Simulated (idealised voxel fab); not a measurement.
Presented below is a process module, voxel wiring stack.
Each square cell in cross-section cut measures 5 nm, and the section as a whole is 195 nm wide.
In this document a cross-section is written as a grid of square cells. It is given as a series of bands, listed from the top down, and a band is one or more rows of cells. What a band's entry tells you: where the top is and where the bottom is, as heights in nm, and after that what lies inside, material by material from left to right, each with its width in nm. Empty space is written as the word "air", and a single material marked with the word "throughout" occupies the band from edge to edge. Counting heights begins at 0, where everything beneath is, in the wafer as received, one material. The lowest band has no bottom; it goes on downwards, as "0 -> down" shows. Read "30->40" as a graded width: first number on top, second number at the bottom, same change between each pair of neighbouring rows. Step marked "nothing got changed"? Then no cell in the cross-section changed in it. Enclosed internal voids: empty space of 8 cells or more with no open way to the top, each as width x height at its distance from the left edge, in nm. Text after the settings on a step's line: the simulator's own remark on that step. If you see "overlay nm" on a step's line and that step has a mask, it's telling you how far right of where it was planned the mask ended up; a negative number means it went left instead.

**Planned process steps**
1: RECEIVE (material Si)
2: CONFORMAL_DEP (material SiO2; thk nm 10)
3: CONFORMAL_DEP (material SiN; thk nm 5)
4: DIRECTIONAL_DEP (material SiO2; thk nm 15)
5: DIRECTIONAL_DEP (material aC; thk nm 15)
6: PATTERN (tone open; mask id METAL_1; material resist; width nm 25; pitch nm 40; thk nm 35; overlay nm 0)
7: DIRECTIONAL_ETCH (etch materials aC; depth nm 15)
8: STRIP (etch materials resist)
9: DIRECTIONAL_ETCH (etch materials SiO2; depth nm 15)
10: DIRECTIONAL_ETCH (etch materials SiN; depth nm 5)
11: STRIP (etch materials aC)
12: CONFORMAL_DEP (material TiN; thk nm 5)
13: FILL_DEP (material W; thk nm 10)
14: CMP (height nm 30)
15: EPI (material Ru; thk nm 5)
16: FILL_DEP (material SiCN; thk nm 5)
17: DIRECTIONAL_DEP (material lowk; thk nm 15)
18: DIRECTIONAL_DEP (material aC; thk nm 10)
19: PATTERN (tone open; mask id PLUG_1; material resist; width nm 15; pitch nm 40; thk nm 30; overlay nm 0)
20: DIRECTIONAL_ETCH (etch materials aC; depth nm 10)
21: STRIP (etch materials resist)
22: DIRECTIONAL_ETCH (etch materials lowk; depth nm 15)
23: DIRECTIONAL_ETCH (etch materials SiCN; depth nm 5)
24: STRIP (etch materials aC)
25: CONFORMAL_DEP (material TiN; thk nm 5)
26: FILL_DEP (material W; thk nm 10)
27: CMP (height nm 55)
28: CONFORMAL_DEP (material SiN; thk nm 5)
29: DIRECTIONAL_DEP (material SiO2; thk nm 20)
30: MASKED_ETCH (tone open; mask id METAL_2; width nm 25; pitch nm 40; etch materials SiO2; depth nm 20; overlay nm 0)
31: MASKED_ETCH (tone open; mask id METAL_2; width nm 25; pitch nm 40; etch materials SiN; depth nm 5; overlay nm 0)
32: CONFORMAL_DEP (material TiN; thk nm 5)
33: FILL_DEP (material Cu; thk nm 5)
34: CMP (height nm 80)
35: CONFORMAL_DEP (material SiCN; thk nm 5)
36: DIRECTIONAL_DEP (material SiO2; thk nm 20)
37: DIRECTIONAL_DEP (material aC; thk nm 15)
38: PATTERN (tone open; mask id PLUG_2; material resist; width nm 15; pitch nm 40; thk nm 30; overlay nm 0)
39: DIRECTIONAL_ETCH (etch materials aC; depth nm 15)
40: STRIP (etch materials resist)
41: DIRECTIONAL_ETCH (etch materials SiO2; depth nm 20)
42: DIRECTIONAL_ETCH (etch materials SiCN; depth nm 5)
43: STRIP (etch materials aC)
44: CONFORMAL_DEP (material TiN; thk nm 5)
45: FILL_DEP (material W; thk nm 10)
46: CMP (height nm 105)
47: DIRECTIONAL_DEP (material TiN; thk nm 5)
48: DIRECTIONAL_DEP (material W; thk nm 25)
49: PATTERN (tone cover; mask id METAL_3; material resist; width nm 25; pitch nm 40; thk nm 20; overlay nm 0)
50: DIRECTIONAL_ETCH (etch materials W; depth nm 25)
51: DIRECTIONAL_ETCH (etch materials TiN; depth nm 5)
52: STRIP (etch materials resist)
53: FILL_DEP (material lowk; thk nm 5)
54: CMP (height nm 135)
55: CONFORMAL_DEP (material SiN; thk nm 5)

**The first wafer of two, processed as planned**

**Shown in cross-section is the wafer as received, that is, as it stands after step 1**
* 0 -> down | Si throughout
* Enclosed internal voids: none

**The wafer, seen in cross-section, after step 2**
* 10 -> 0 | SiO2 throughout
* At heights below 0, the structure remains unaltered.

**The wafer, seen in cross-section, after step 3**
* 15 -> 10 | SiN throughout
* At heights below 10, the structure remains unaltered.

**The wafer, seen in cross-section, after step 4**
* 30 -> 15 | SiO2 throughout
* At heights below 15, the structure remains unaltered.

**The wafer, seen in cross-section, after step 5**
* 45 -> 30 | aC throughout
* At heights below 30, the structure remains unaltered.

**The wafer, seen in cross-section, after step 6**
* 80 -> 45 | resist (45) / air (25) / resist (15) / air (25) / resist (15) / air (25) / resist (45)
* At heights below 45, the structure remains unaltered.

**The wafer, seen in cross-section, after step 7**
* 65 -> 45 | resist (45) / air (25) / resist (15) / air (25) / resist (15) / air (25) / resist (45)
* 45 -> 30 | aC (45) / air (25) / aC (15) / air (25) / aC (15) / air (25) / aC (45)
* At heights below 30, the structure remains unaltered.

**The wafer, seen in cross-section, after step 8**
* 45 -> 30 | aC (45) / air (25) / aC (15) / air (25) / aC (15) / air (25) / aC (45)
* At heights below 30, the structure remains unaltered.

**The wafer, seen in cross-section, after step 9**
* 45 -> 30 | aC (45) / air (25) / aC (15) / air (25) / aC (15) / air (25) / aC (45)
* 30 -> 15 | SiO2 (45) / air (25) / SiO2 (15) / air (25) / SiO2 (15) / air (25) / SiO2 (45)
* At heights below 15, the structure remains unaltered.

**The wafer, seen in cross-section, after step 10**
* 45 -> 30 | aC (45) / air (25) / aC (15) / air (25) / aC (15) / air (25) / aC (45)
* 30 -> 15 | SiO2 (45) / air (25) / SiO2 (15) / air (25) / SiO2 (15) / air (25) / SiO2 (45)
* 15 -> 10 | SiN (45) / air (25) / SiN (15) / air (25) / SiN (15) / air (25) / SiN (45)
* At heights below 10, the structure remains unaltered.

**The wafer, seen in cross-section, after step 11**
* 30 -> 15 | SiO2 (45) / air (25) / SiO2 (15) / air (25) / SiO2 (15) / air (25) / SiO2 (45)
* At heights below 15, the structure remains unaltered.

**The wafer, seen in cross-section, after step 12**
* 35 -> 30 | TiN (50) / air (15) / TiN (25) / air (15) / TiN (25) / air (15) / TiN (50)
* 30 -> 15 | SiO2 (45) / TiN (5) / air (15) / TiN (5) / SiO2 (15) / TiN (5) / air (15) / TiN (5) / SiO2 (15) / TiN (5) / air (15) / TiN (5) / SiO2 (45)
* 15 -> 10 | SiN (45) / TiN (25) / SiN (15) / TiN (25) / SiN (15) / TiN (25) / SiN (45)
* At heights below 10, the structure remains unaltered.

**The wafer, seen in cross-section, after step 13**
* 45 -> 35 | W throughout
* 35 -> 30 | TiN (50) / W (15) / TiN (25) / W (15) / TiN (25) / W (15) / TiN (50)
* 30 -> 15 | SiO2 (45) / TiN (5) / W (15) / TiN (5) / SiO2 (15) / TiN (5) / W (15) / TiN (5) / SiO2 (15) / TiN (5) / W (15) / TiN (5) / SiO2 (45)
* At heights below 15, the structure remains unaltered.

**The wafer, seen in cross-section, after step 14**
* 30 -> 15 | SiO2 (45) / TiN (5) / W (15) / TiN (5) / SiO2 (15) / TiN (5) / W (15) / TiN (5) / SiO2 (15) / TiN (5) / W (15) / TiN (5) / SiO2 (45)
* At heights below 15, the structure remains unaltered.

**The wafer, seen in cross-section, after step 15**
* 35 -> 30 | air (40) / Ru (35) / air (5) / Ru (35) / air (5) / Ru (35) / air (40)
* At heights below 30, the structure remains unaltered.

**The wafer, seen in cross-section, after step 16**
* 40 -> 35 | SiCN throughout
* 35 -> 30 | SiCN (40) / Ru (35) / SiCN (5) / Ru (35) / SiCN (5) / Ru (35) / SiCN (40)
* At heights below 30, the structure remains unaltered.

**The wafer, seen in cross-section, after step 17**
* 55 -> 40 | lowk throughout
* At heights below 40, the structure remains unaltered.

**The wafer, seen in cross-section, after step 18**
* 65 -> 55 | aC throughout
* At heights below 55, the structure remains unaltered.

**The wafer, seen in cross-section, after step 19**
* 95 -> 65 | resist (45) / air (15) / resist (25) / air (15) / resist (25) / air (15) / resist (55)
* At heights below 65, the structure remains unaltered.

**The wafer, seen in cross-section, after step 20**
* 85 -> 65 | resist (45) / air (15) / resist (25) / air (15) / resist (25) / air (15) / resist (55)
* 65 -> 55 | aC (45) / air (15) / aC (25) / air (15) / aC (25) / air (15) / aC (55)
* At heights below 55, the structure remains unaltered.

**The wafer, seen in cross-section, after step 21**
* 65 -> 55 | aC (45) / air (15) / aC (25) / air (15) / aC (25) / air (15) / aC (55)
* At heights below 55, the structure remains unaltered.

**The wafer, seen in cross-section, after step 22**
* 65 -> 55 | aC (45) / air (15) / aC (25) / air (15) / aC (25) / air (15) / aC (55)
* 55 -> 40 | lowk (45) / air (15) / lowk (25) / air (15) / lowk (25) / air (15) / lowk (55)
* At heights below 40, the structure remains unaltered.

**The wafer, seen in cross-section, after step 23**
* 65 -> 55 | aC (45) / air (15) / aC (25) / air (15) / aC (25) / air (15) / aC (55)
* 55 -> 40 | lowk (45) / air (15) / lowk (25) / air (15) / lowk (25) / air (15) / lowk (55)
* 40 -> 35 | SiCN (45) / air (15) / SiCN (25) / air (15) / SiCN (25) / air (15) / SiCN (55)
* At heights below 35, the structure remains unaltered.

**The wafer, seen in cross-section, after step 24**
* 55 -> 40 | lowk (45) / air (15) / lowk (25) / air (15) / lowk (25) / air (15) / lowk (55)
* At heights below 40, the structure remains unaltered.

**The wafer, seen in cross-section, after step 25**
* 60 -> 55 | TiN (50) / air (5) / TiN (35) / air (5) / TiN (35) / air (5) / TiN (60)
* 55 -> 40 | lowk (45) / TiN (5) / air (5) / TiN (5) / lowk (25) / TiN (5) / air (5) / TiN (5) / lowk (25) / TiN (5) / air (5) / TiN (5) / lowk (55)
* 40 -> 35 | SiCN (45) / TiN (15) / SiCN (25) / TiN (15) / SiCN (25) / TiN (15) / SiCN (55)
* At heights below 35, the structure remains unaltered.

**The wafer, seen in cross-section, after step 26**
* 70 -> 60 | W throughout
* 60 -> 55 | TiN (50) / W (5) / TiN (35) / W (5) / TiN (35) / W (5) / TiN (60)
* 55 -> 40 | lowk (45) / TiN (5) / W (5) / TiN (5) / lowk (25) / TiN (5) / W (5) / TiN (5) / lowk (25) / TiN (5) / W (5) / TiN (5) / lowk (55)
* At heights below 40, the structure remains unaltered.

**The wafer, seen in cross-section, after step 27**
* 55 -> 40 | lowk (45) / TiN (5) / W (5) / TiN (5) / lowk (25) / TiN (5) / W (5) / TiN (5) / lowk (25) / TiN (5) / W (5) / TiN (5) / lowk (55)
* At heights below 40, the structure remains unaltered.

**The wafer, seen in cross-section, after step 28**
* 60 -> 55 | SiN throughout
* At heights below 55, the structure remains unaltered.

**The wafer, seen in cross-section, after step 29**
* 80 -> 60 | SiO2 throughout
* At heights below 60, the structure remains unaltered.

**The wafer, seen in cross-section, after step 30**
* 80 -> 60 | SiO2 (45) / air (25) / SiO2 (15) / air (25) / SiO2 (15) / air (25) / SiO2 (45)
* At heights below 60, the structure remains unaltered.

**The wafer, seen in cross-section, after step 31**
* 80 -> 60 | SiO2 (45) / air (25) / SiO2 (15) / air (25) / SiO2 (15) / air (25) / SiO2 (45)
* 60 -> 55 | SiN (45) / air (25) / SiN (15) / air (25) / SiN (15) / air (25) / SiN (45)
* At heights below 55, the structure remains unaltered.

**The wafer, seen in cross-section, after step 32**
* 85 -> 80 | TiN (50) / air (15) / TiN (25) / air (15) / TiN (25) / air (15) / TiN (50)
* 80 -> 60 | SiO2 (45) / TiN (5) / air (15) / TiN (5) / SiO2 (15) / TiN (5) / air (15) / TiN (5) / SiO2 (15) / TiN (5) / air (15) / TiN (5) / SiO2 (45)
* 60 -> 55 | SiN (45) / TiN (25) / SiN (15) / TiN (25) / SiN (15) / TiN (25) / SiN (45)
* At heights below 55, the structure remains unaltered.

**The wafer, seen in cross-section, after step 33**
* 90 -> 85 | Cu throughout
* 85 -> 80 | TiN (50) / Cu (15) / TiN (25) / Cu (15) / TiN (25) / Cu (15) / TiN (50)
* 80 -> 60 | SiO2 (45) / TiN (5) / Cu (15) / TiN (5) / SiO2 (15) / TiN (5) / Cu (15) / TiN (5) / SiO2 (15) / TiN (5) / Cu (15) / TiN (5) / SiO2 (45)
* At heights below 60, the structure remains unaltered.

**The wafer, seen in cross-section, after step 34**
* 80 -> 60 | SiO2 (45) / TiN (5) / Cu (15) / TiN (5) / SiO2 (15) / TiN (5) / Cu (15) / TiN (5) / SiO2 (15) / TiN (5) / Cu (15) / TiN (5) / SiO2 (45)
* At heights below 60, the structure remains unaltered.

**The wafer, seen in cross-section, after step 35**
* 85 -> 80 | SiCN throughout
* At heights below 80, the structure remains unaltered.

**The wafer, seen in cross-section, after step 36**
* 105 -> 85 | SiO2 throughout
* At heights below 85, the structure remains unaltered.

**The wafer, seen in cross-section, after step 37**
* 120 -> 105 | aC throughout
* At heights below 105, the structure remains unaltered.

**The wafer, seen in cross-section, after step 38**
* 150 -> 120 | resist (45) / air (15) / resist (25) / air (15) / resist (25) / air (15) / resist (55)
* At heights below 120, the structure remains unaltered.

**The wafer, seen in cross-section, after step 39**
* 135 -> 120 | resist (45) / air (15) / resist (25) / air (15) / resist (25) / air (15) / resist (55)
* 120 -> 105 | aC (45) / air (15) / aC (25) / air (15) / aC (25) / air (15) / aC (55)
* At heights below 105, the structure remains unaltered.

**The wafer, seen in cross-section, after step 40**
* 120 -> 105 | aC (45) / air (15) / aC (25) / air (15) / aC (25) / air (15) / aC (55)
* At heights below 105, the structure remains unaltered.

**The wafer, seen in cross-section, after step 41**
* 120 -> 105 | aC (45) / air (15) / aC (25) / air (15) / aC (25) / air (15) / aC (55)
* 105 -> 85 | SiO2 (45) / air (15) / SiO2 (25) / air (15) / SiO2 (25) / air (15) / SiO2 (55)
* At heights below 85, the structure remains unaltered.

**The wafer, seen in cross-section, after step 42**
* 120 -> 105 | aC (45) / air (15) / aC (25) / air (15) / aC (25) / air (15) / aC (55)
* 105 -> 85 | SiO2 (45) / air (15) / SiO2 (25) / air (15) / SiO2 (25) / air (15) / SiO2 (55)
* 85 -> 80 | SiCN (45) / air (15) / SiCN (25) / air (15) / SiCN (25) / air (15) / SiCN (55)
* At heights below 80, the structure remains unaltered.

**The wafer, seen in cross-section, after step 43**
* 105 -> 85 | SiO2 (45) / air (15) / SiO2 (25) / air (15) / SiO2 (25) / air (15) / SiO2 (55)
* At heights below 85, the structure remains unaltered.

**The wafer, seen in cross-section, after step 44**
* 110 -> 105 | TiN (50) / air (5) / TiN (35) / air (5) / TiN (35) / air (5) / TiN (60)
* 105 -> 85 | SiO2 (45) / TiN (5) / air (5) / TiN (5) / SiO2 (25) / TiN (5) / air (5) / TiN (5) / SiO2 (25) / TiN (5) / air (5) / TiN (5) / SiO2 (55)
* 85 -> 80 | SiCN (45) / TiN (15) / SiCN (25) / TiN (15) / SiCN (25) / TiN (15) / SiCN (55)
* At heights below 80, the structure remains unaltered.

**The wafer, seen in cross-section, after step 45**
* 120 -> 110 | W throughout
* 110 -> 105 | TiN (50) / W (5) / TiN (35) / W (5) / TiN (35) / W (5) / TiN (60)
* 105 -> 85 | SiO2 (45) / TiN (5) / W (5) / TiN (5) / SiO2 (25) / TiN (5) / W (5) / TiN (5) / SiO2 (25) / TiN (5) / W (5) / TiN (5) / SiO2 (55)
* At heights below 85, the structure remains unaltered.

**The wafer, seen in cross-section, after step 46**
* 105 -> 85 | SiO2 (45) / TiN (5) / W (5) / TiN (5) / SiO2 (25) / TiN (5) / W (5) / TiN (5) / SiO2 (25) / TiN (5) / W (5) / TiN (5) / SiO2 (55)
* At heights below 85, the structure remains unaltered.

**The wafer, seen in cross-section, after step 47**
* 110 -> 105 | TiN throughout
* At heights below 105, the structure remains unaltered.

**The wafer, seen in cross-section, after step 48**
* 135 -> 110 | W throughout
* At heights below 110, the structure remains unaltered.

**The wafer, seen in cross-section, after step 49**
* 155 -> 135 | air (45) / resist (25) / air (15) / resist (25) / air (15) / resist (25) / air (45)
* At heights below 135, the structure remains unaltered.

**The wafer, seen in cross-section, after step 50**
* 155 -> 135 | air (45) / resist (25) / air (15) / resist (25) / air (15) / resist (25) / air (45)
* 135 -> 110 | air (45) / W (25) / air (15) / W (25) / air (15) / W (25) / air (45)
* At heights below 110, the structure remains unaltered.

**The wafer, seen in cross-section, after step 51**
* 155 -> 135 | air (45) / resist (25) / air (15) / resist (25) / air (15) / resist (25) / air (45)
* 135 -> 110 | air (45) / W (25) / air (15) / W (25) / air (15) / W (25) / air (45)
* 110 -> 105 | air (45) / TiN (25) / air (15) / TiN (25) / air (15) / TiN (25) / air (45)
* At heights below 105, the structure remains unaltered.

**The wafer, seen in cross-section, after step 52**
* 135 -> 110 | air (45) / W (25) / air (15) / W (25) / air (15) / W (25) / air (45)
* At heights below 110, the structure remains unaltered.

**The wafer, seen in cross-section, after step 53**
* 140 -> 135 | lowk throughout
* 135 -> 110 | lowk (45) / W (25) / lowk (15) / W (25) / lowk (15) / W (25) / lowk (45)
* 110 -> 105 | lowk (45) / TiN (25) / lowk (15) / TiN (25) / lowk (15) / TiN (25) / lowk (45)
* At heights below 105, the structure remains unaltered.

**The wafer, seen in cross-section, after step 54**
* 135 -> 110 | lowk (45) / W (25) / lowk (15) / W (25) / lowk (15) / W (25) / lowk (45)
* At heights below 110, the structure remains unaltered.

**The wafer, seen in cross-section, after step 55**
* 140 -> 135 | SiN throughout
* At heights below 135, the structure remains unaltered.

**Second wafer, same starting state and plan as the first, one mistake in the run, identical through step 26**

**What the second wafer looks like in cross-section when step 27 should have wrapped up**
* 60 -> 55 | TiN (50) / W (5) / TiN (35) / W (5) / TiN (35) / W (5) / TiN (60)
* At heights below 55, the structure remains unaltered.

**What the second wafer looks like in cross-section when step 28 should have wrapped up**
* 65 -> 60 | SiN throughout
* At heights below 60, the structure remains unaltered.

**What the second wafer looks like in cross-section when step 29 should have wrapped up**
* 85 -> 65 | SiO2 throughout
* At heights below 65, the structure remains unaltered.

**What the second wafer looks like in cross-section when step 30 should have wrapped up**
* 85 -> 65 | SiO2 (45) / air (25) / SiO2 (15) / air (25) / SiO2 (15) / air (25) / SiO2 (45)
* At heights below 65, the structure remains unaltered.

**What the second wafer looks like in cross-section when step 31 should have wrapped up**
* 85 -> 65 | SiO2 (45) / air (25) / SiO2 (15) / air (25) / SiO2 (15) / air (25) / SiO2 (45)
* 65 -> 60 | SiN (45) / air (25) / SiN (15) / air (25) / SiN (15) / air (25) / SiN (45)
* At heights below 60, the structure remains unaltered.

**What the second wafer looks like in cross-section when step 32 should have wrapped up**
* 90 -> 85 | TiN (50) / air (15) / TiN (25) / air (15) / TiN (25) / air (15) / TiN (50)
* 85 -> 65 | SiO2 (45) / TiN (5) / air (15) / TiN (5) / SiO2 (15) / TiN (5) / air (15) / TiN (5) / SiO2 (15) / TiN (5) / air (15) / TiN (5) / SiO2 (45)
* 65 -> 60 | SiN (45) / TiN (25) / SiN (15) / TiN (25) / SiN (15) / TiN (25) / SiN (45)
* At heights below 60, the structure remains unaltered.

**What the second wafer looks like in cross-section when step 33 should have wrapped up**
* 95 -> 90 | Cu throughout
* 90 -> 85 | TiN (50) / Cu (15) / TiN (25) / Cu (15) / TiN (25) / Cu (15) / TiN (50)
* 85 -> 65 | SiO2 (45) / TiN (5) / Cu (15) / TiN (5) / SiO2 (15) / TiN (5) / Cu (15) / TiN (5) / SiO2 (15) / TiN (5) / Cu (15) / TiN (5) / SiO2 (45)
* At heights below 65, the structure remains unaltered.

**What the second wafer looks like in cross-section when step 34 should have wrapped up**
* 80 -> 65 | SiO2 (45) / TiN (5) / Cu (15) / TiN (5) / SiO2 (15) / TiN (5) / Cu (15) / TiN (5) / SiO2 (15) / TiN (5) / Cu (15) / TiN (5) / SiO2 (45)
* At heights below 65, the structure remains unaltered.

**What the second wafer looks like in cross-section when step 35 should have wrapped up**
* 85 -> 80 | SiCN throughout
* At heights below 80, the structure remains unaltered.

**What the second wafer looks like in cross-section when step 36 should have wrapped up**
* 105 -> 85 | SiO2 throughout
* At heights below 85, the structure remains unaltered.

**What the second wafer looks like in cross-section when step 37 should have wrapped up**
* 120 -> 105 | aC throughout
* At heights below 105, the structure remains unaltered.

**What the second wafer looks like in cross-section when step 38 should have wrapped up**
* 150 -> 120 | resist (45) / air (15) / resist (25) / air (15) / resist (25) / air (15) / resist (55)
* At heights below 120, the structure remains unaltered.

**What the second wafer looks like in cross-section when step 39 should have wrapped up**
* 135 -> 120 | resist (45) / air (15) / resist (25) / air (15) / resist (25) / air (15) / resist (55)
* 120 -> 105 | aC (45) / air (15) / aC (25) / air (15) / aC (25) / air (15) / aC (55)
* At heights below 105, the structure remains unaltered.

**What the second wafer looks like in cross-section when step 40 should have wrapped up**
* 120 -> 105 | aC (45) / air (15) / aC (25) / air (15) / aC (25) / air (15) / aC (55)
* At heights below 105, the structure remains unaltered.

**What the second wafer looks like in cross-section when step 41 should have wrapped up**
* 120 -> 105 | aC (45) / air (15) / aC (25) / air (15) / aC (25) / air (15) / aC (55)
* 105 -> 85 | SiO2 (45) / air (15) / SiO2 (25) / air (15) / SiO2 (25) / air (15) / SiO2 (55)
* At heights below 85, the structure remains unaltered.

**What the second wafer looks like in cross-section when step 42 should have wrapped up**
* 120 -> 105 | aC (45) / air (15) / aC (25) / air (15) / aC (25) / air (15) / aC (55)
* 105 -> 85 | SiO2 (45) / air (15) / SiO2 (25) / air (15) / SiO2 (25) / air (15) / SiO2 (55)
* 85 -> 80 | SiCN (45) / air (15) / SiCN (25) / air (15) / SiCN (25) / air (15) / SiCN (55)
* At heights below 80, the structure remains unaltered.

**What the second wafer looks like in cross-section when step 43 should have wrapped up**
* 105 -> 85 | SiO2 (45) / air (15) / SiO2 (25) / air (15) / SiO2 (25) / air (15) / SiO2 (55)
* At heights below 85, the structure remains unaltered.

**What the second wafer looks like in cross-section when step 44 should have wrapped up**
* 110 -> 105 | TiN (50) / air (5) / TiN (35) / air (5) / TiN (35) / air (5) / TiN (60)
* 105 -> 85 | SiO2 (45) / TiN (5) / air (5) / TiN (5) / SiO2 (25) / TiN (5) / air (5) / TiN (5) / SiO2 (25) / TiN (5) / air (5) / TiN (5) / SiO2 (55)
* 85 -> 80 | SiCN (45) / TiN (15) / SiCN (25) / TiN (15) / SiCN (25) / TiN (15) / SiCN (55)
* At heights below 80, the structure remains unaltered.

**What the second wafer looks like in cross-section when step 45 should have wrapped up**
* 120 -> 110 | W throughout
* 110 -> 105 | TiN (50) / W (5) / TiN (35) / W (5) / TiN (35) / W (5) / TiN (60)
* 105 -> 85 | SiO2 (45) / TiN (5) / W (5) / TiN (5) / SiO2 (25) / TiN (5) / W (5) / TiN (5) / SiO2 (25) / TiN (5) / W (5) / TiN (5) / SiO2 (55)
* At heights below 85, the structure remains unaltered.

**What the second wafer looks like in cross-section when step 46 should have wrapped up**
* 105 -> 85 | SiO2 (45) / TiN (5) / W (5) / TiN (5) / SiO2 (25) / TiN (5) / W (5) / TiN (5) / SiO2 (25) / TiN (5) / W (5) / TiN (5) / SiO2 (55)
* At heights below 85, the structure remains unaltered.

**What the second wafer looks like in cross-section when step 47 should have wrapped up**
* 110 -> 105 | TiN throughout
* At heights below 105, the structure remains unaltered.

**What the second wafer looks like in cross-section when step 48 should have wrapped up**
* 135 -> 110 | W throughout
* At heights below 110, the structure remains unaltered.

**What the second wafer looks like in cross-section when step 49 should have wrapped up**
* 155 -> 135 | air (45) / resist (25) / air (15) / resist (25) / air (15) / resist (25) / air (45)
* At heights below 135, the structure remains unaltered.

**What the second wafer looks like in cross-section when step 50 should have wrapped up**
* 155 -> 135 | air (45) / resist (25) / air (15) / resist (25) / air (15) / resist (25) / air (45)
* 135 -> 110 | air (45) / W (25) / air (15) / W (25) / air (15) / W (25) / air (45)
* At heights below 110, the structure remains unaltered.

**What the second wafer looks like in cross-section when step 51 should have wrapped up**
* 155 -> 135 | air (45) / resist (25) / air (15) / resist (25) / air (15) / resist (25) / air (45)
* 135 -> 110 | air (45) / W (25) / air (15) / W (25) / air (15) / W (25) / air (45)
* 110 -> 105 | air (45) / TiN (25) / air (15) / TiN (25) / air (15) / TiN (25) / air (45)
* At heights below 105, the structure remains unaltered.

**What the second wafer looks like in cross-section when step 52 should have wrapped up**
* 135 -> 110 | air (45) / W (25) / air (15) / W (25) / air (15) / W (25) / air (45)
* At heights below 110, the structure remains unaltered.

**What the second wafer looks like in cross-section when step 53 should have wrapped up**
* 140 -> 135 | lowk throughout
* 135 -> 110 | lowk (45) / W (25) / lowk (15) / W (25) / lowk (15) / W (25) / lowk (45)
* 110 -> 105 | lowk (45) / TiN (25) / lowk (15) / TiN (25) / lowk (15) / TiN (25) / lowk (45)
* At heights below 105, the structure remains unaltered.

**What the second wafer looks like in cross-section when step 54 should have wrapped up**
* 135 -> 110 | lowk (45) / W (25) / lowk (15) / W (25) / lowk (15) / W (25) / lowk (45)
* At heights below 110, the structure remains unaltered.

**What the second wafer looks like in cross-section when step 55 should have wrapped up**
* 140 -> 135 | SiN throughout
* At heights below 135, the structure remains unaltered.
In executing the process, a mistake was made relative to the plan: step 27 ran differently from the plan; actual operation with settings: CMP (height nm 60)
At the finish, the second wafer shows more or fewer cells for some materials than the first does: Cu: 9 fewer | SiO2: 24 fewer | TiN: 30 more | W: 3 more
